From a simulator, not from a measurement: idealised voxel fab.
process module | voxel trench capacitor
cross-section cut | 245 nm wide | cells 5 nm
A cross-section is a grid of square cells, given in bands from the top down. A band is one or more rows of cells.
Each band's line starts with the height of the band's top and of its bottom, in nm. Then come its materials from left to right, each with its width in nm. One material with "throughout" fills the band from edge to edge. "air" is empty space.
Height 0 is the level under which the wafer as received is all one material. The lowest band goes on downwards, as in "0 down".
A width such as "30 to 40" changes by the same amount from each row of cells to the next, from the band's top row to its bottom row.
"no change" after a step means that no cell of the cross-section changed.
closed voids: empty space of 8 cells or more with no open way to the top, each as width x height at its distance from the left edge, in nm
after a step's settings: what the simulator itself notes on the step
overlay nm, on a step with a mask: how far to the right of its planned place the mask lay; to the left if negative
plan
1 op RECEIVE | material Si
2 op CONFORMAL_DEP | material SiN | thk nm 10
3 op PATTERN | tone open | mask id TRENCH | material resist | width nm 25 | pitch nm 55 | thk nm 20 | overlay nm 0
4 op DIRECTIONAL_ETCH | etch materials SiN | depth nm 10
5 op DIRECTIONAL_ETCH | etch materials Si | depth nm 25
6 op STRIP | etch materials resist
7 op CONFORMAL_DEP | material Al2O3 | thk nm 5
8 op CONFORMAL_DEP | material TiN | thk nm 5
9 op FILL_DEP | material W | thk nm 10
10 op CMP | height nm 10
first wafer, as planned
as received, after step 1
  0 down: Si throughout
  closed voids: none
after step 2
  10 to 0: SiN throughout
  below 0: unchanged
after step 3
  30 to 10: resist 55 | air 25 | resist 30 | air 25 | resist 30 | air 25 | resist 55
  below 10: unchanged
after step 4
  30 to 10: resist 55 | air 25 | resist 30 | air 25 | resist 30 | air 25 | resist 55
  10 to 0: SiN 55 | air 25 | SiN 30 | air 25 | SiN 30 | air 25 | SiN 55
  below 0: unchanged
after step 5
  30 to 10: resist 55 | air 25 | resist 30 | air 25 | resist 30 | air 25 | resist 55
  10 to 0: SiN 55 | air 25 | SiN 30 | air 25 | SiN 30 | air 25 | SiN 55
  0 to -25: Si 55 | air 25 | Si 30 | air 25 | Si 30 | air 25 | Si 55
  below -25: unchanged
after step 6
  10 to 0: SiN 55 | air 25 | SiN 30 | air 25 | SiN 30 | air 25 | SiN 55
  below 0: unchanged
after step 7
  15 to 10: Al2O3 60 | air 15 | Al2O3 40 | air 15 | Al2O3 40 | air 15 | Al2O3 60
  10 to 0: SiN 55 | Al2O3 5 | air 15 | Al2O3 5 | SiN 30 | Al2O3 5 | air 15 | Al2O3 5 | SiN 30 | Al2O3 5 | air 15 | Al2O3 5 | SiN 55
  0 to -20: Si 55 | Al2O3 5 | air 15 | Al2O3 5 | Si 30 | Al2O3 5 | air 15 | Al2O3 5 | Si 30 | Al2O3 5 | air 15 | Al2O3 5 | Si 55
  -20 to -25: Si 55 | Al2O3 25 | Si 30 | Al2O3 25 | Si 30 | Al2O3 25 | Si 55
  below -25: unchanged
after step 8
  20 to 15: TiN 65 | air 5 | TiN 50 | air 5 | TiN 50 | air 5 | TiN 65
  15 to 10: Al2O3 60 | TiN 5 | air 5 | TiN 5 | Al2O3 40 | TiN 5 | air 5 | TiN 5 | Al2O3 40 | TiN 5 | air 5 | TiN 5 | Al2O3 60
  10 to 0: SiN 55 | Al2O3 5 | TiN 5 | air 5 | TiN 5 | Al2O3 5 | SiN 30 | Al2O3 5 | TiN 5 | air 5 | TiN 5 | Al2O3 5 | SiN 30 | Al2O3 5 | TiN 5 | air 5 | TiN 5 | Al2O3 5 | SiN 55
  0 to -15: Si 55 | Al2O3 5 | TiN 5 | air 5 | TiN 5 | Al2O3 5 | Si 30 | Al2O3 5 | TiN 5 | air 5 | TiN 5 | Al2O3 5 | Si 30 | Al2O3 5 | TiN 5 | air 5 | TiN 5 | Al2O3 5 | Si 55
  -15 to -20: Si 55 | Al2O3 5 | TiN 15 | Al2O3 5 | Si 30 | Al2O3 5 | TiN 15 | Al2O3 5 | Si 30 | Al2O3 5 | TiN 15 | Al2O3 5 | Si 55
  below -20: unchanged
after step 9
  30 to 20: W throughout
  20 to 15: TiN 65 | W 5 | TiN 50 | W 5 | TiN 50 | W 5 | TiN 65
  15 to 10: Al2O3 60 | TiN 5 | W 5 | TiN 5 | Al2O3 40 | TiN 5 | W 5 | TiN 5 | Al2O3 40 | TiN 5 | W 5 | TiN 5 | Al2O3 60
  10 to 0: SiN 55 | Al2O3 5 | TiN 5 | W 5 | TiN 5 | Al2O3 5 | SiN 30 | Al2O3 5 | TiN 5 | W 5 | TiN 5 | Al2O3 5 | SiN 30 | Al2O3 5 | TiN 5 | W 5 | TiN 5 | Al2O3 5 | SiN 55
  0 to -15: Si 55 | Al2O3 5 | TiN 5 | W 5 | TiN 5 | Al2O3 5 | Si 30 | Al2O3 5 | TiN 5 | W 5 | TiN 5 | Al2O3 5 | Si 30 | Al2O3 5 | TiN 5 | W 5 | TiN 5 | Al2O3 5 | Si 55
  below -15: unchanged
after step 10
  10 to 0: SiN 55 | Al2O3 5 | TiN 5 | W 5 | TiN 5 | Al2O3 5 | SiN 30 | Al2O3 5 | TiN 5 | W 5 | TiN 5 | Al2O3 5 | SiN 30 | Al2O3 5 | TiN 5 | W 5 | TiN 5 | Al2O3 5 | SiN 55
  below 0: unchanged
second wafer: like start, like plan, one mistake. Through step 2 it matches the first wafer
when step 3 should have ended
  30 to 10: resist 60 | air 25 | resist 30 | air 25 | resist 30 | air 25 | resist 50
  below 10: unchanged
when step 4 should have ended
  30 to 10: resist 60 | air 25 | resist 30 | air 25 | resist 30 | air 25 | resist 50
  10 to 0: SiN 60 | air 25 | SiN 30 | air 25 | SiN 30 | air 25 | SiN 50
  below 0: unchanged
when step 5 should have ended
  30 to 10: resist 60 | air 25 | resist 30 | air 25 | resist 30 | air 25 | resist 50
  10 to 0: SiN 60 | air 25 | SiN 30 | air 25 | SiN 30 | air 25 | SiN 50
  0 to -25: Si 60 | air 25 | Si 30 | air 25 | Si 30 | air 25 | Si 50
  below -25: unchanged
when step 6 should have ended
  10 to 0: SiN 60 | air 25 | SiN 30 | air 25 | SiN 30 | air 25 | SiN 50
  below 0: unchanged
when step 7 should have ended
  15 to 10: Al2O3 65 | air 15 | Al2O3 40 | air 15 | Al2O3 40 | air 15 | Al2O3 55
  10 to 0: SiN 60 | Al2O3 5 | air 15 | Al2O3 5 | SiN 30 | Al2O3 5 | air 15 | Al2O3 5 | SiN 30 | Al2O3 5 | air 15 | Al2O3 5 | SiN 50
  0 to -20: Si 60 | Al2O3 5 | air 15 | Al2O3 5 | Si 30 | Al2O3 5 | air 15 | Al2O3 5 | Si 30 | Al2O3 5 | air 15 | Al2O3 5 | Si 50
  -20 to -25: Si 60 | Al2O3 25 | Si 30 | Al2O3 25 | Si 30 | Al2O3 25 | Si 50
  below -25: unchanged
when step 8 should have ended
  20 to 15: TiN 70 | air 5 | TiN 50 | air 5 | TiN 50 | air 5 | TiN 60
  15 to 10: Al2O3 65 | TiN 5 | air 5 | TiN 5 | Al2O3 40 | TiN 5 | air 5 | TiN 5 | Al2O3 40 | TiN 5 | air 5 | TiN 5 | Al2O3 55
  10 to 0: SiN 60 | Al2O3 5 | TiN 5 | air 5 | TiN 5 | Al2O3 5 | SiN 30 | Al2O3 5 | TiN 5 | air 5 | TiN 5 | Al2O3 5 | SiN 30 | Al2O3 5 | TiN 5 | air 5 | TiN 5 | Al2O3 5 | SiN 50
  0 to -15: Si 60 | Al2O3 5 | TiN 5 | air 5 | TiN 5 | Al2O3 5 | Si 30 | Al2O3 5 | TiN 5 | air 5 | TiN 5 | Al2O3 5 | Si 30 | Al2O3 5 | TiN 5 | air 5 | TiN 5 | Al2O3 5 | Si 50
  -15 to -20: Si 60 | Al2O3 5 | TiN 15 | Al2O3 5 | Si 30 | Al2O3 5 | TiN 15 | Al2O3 5 | Si 30 | Al2O3 5 | TiN 15 | Al2O3 5 | Si 50
  below -20: unchanged
when step 9 should have ended
  30 to 20: W throughout
  20 to 15: TiN 70 | W 5 | TiN 50 | W 5 | TiN 50 | W 5 | TiN 60
  15 to 10: Al2O3 65 | TiN 5 | W 5 | TiN 5 | Al2O3 40 | TiN 5 | W 5 | TiN 5 | Al2O3 40 | TiN 5 | W 5 | TiN 5 | Al2O3 55
  10 to 0: SiN 60 | Al2O3 5 | TiN 5 | W 5 | TiN 5 | Al2O3 5 | SiN 30 | Al2O3 5 | TiN 5 | W 5 | TiN 5 | Al2O3 5 | SiN 30 | Al2O3 5 | TiN 5 | W 5 | TiN 5 | Al2O3 5 | SiN 50
  0 to -15: Si 60 | Al2O3 5 | TiN 5 | W 5 | TiN 5 | Al2O3 5 | Si 30 | Al2O3 5 | TiN 5 | W 5 | TiN 5 | Al2O3 5 | Si 30 | Al2O3 5 | TiN 5 | W 5 | TiN 5 | Al2O3 5 | Si 50
  below -15: unchanged
when step 10 should have ended
  10 to 0: SiN 60 | Al2O3 5 | TiN 5 | W 5 | TiN 5 | Al2O3 5 | SiN 30 | Al2O3 5 | TiN 5 | W 5 | TiN 5 | Al2O3 5 | SiN 30 | Al2O3 5 | TiN 5 | W 5 | TiN 5 | Al2O3 5 | SiN 50
  below 0: unchanged
what went wrong: step 3 ran as: op PATTERN | tone open | mask id TRENCH | material resist | width nm 25 | pitch nm 55 | thk nm 20 | overlay nm 5
at the end the second wafer has, in cells: as many of each material as the first, in other places
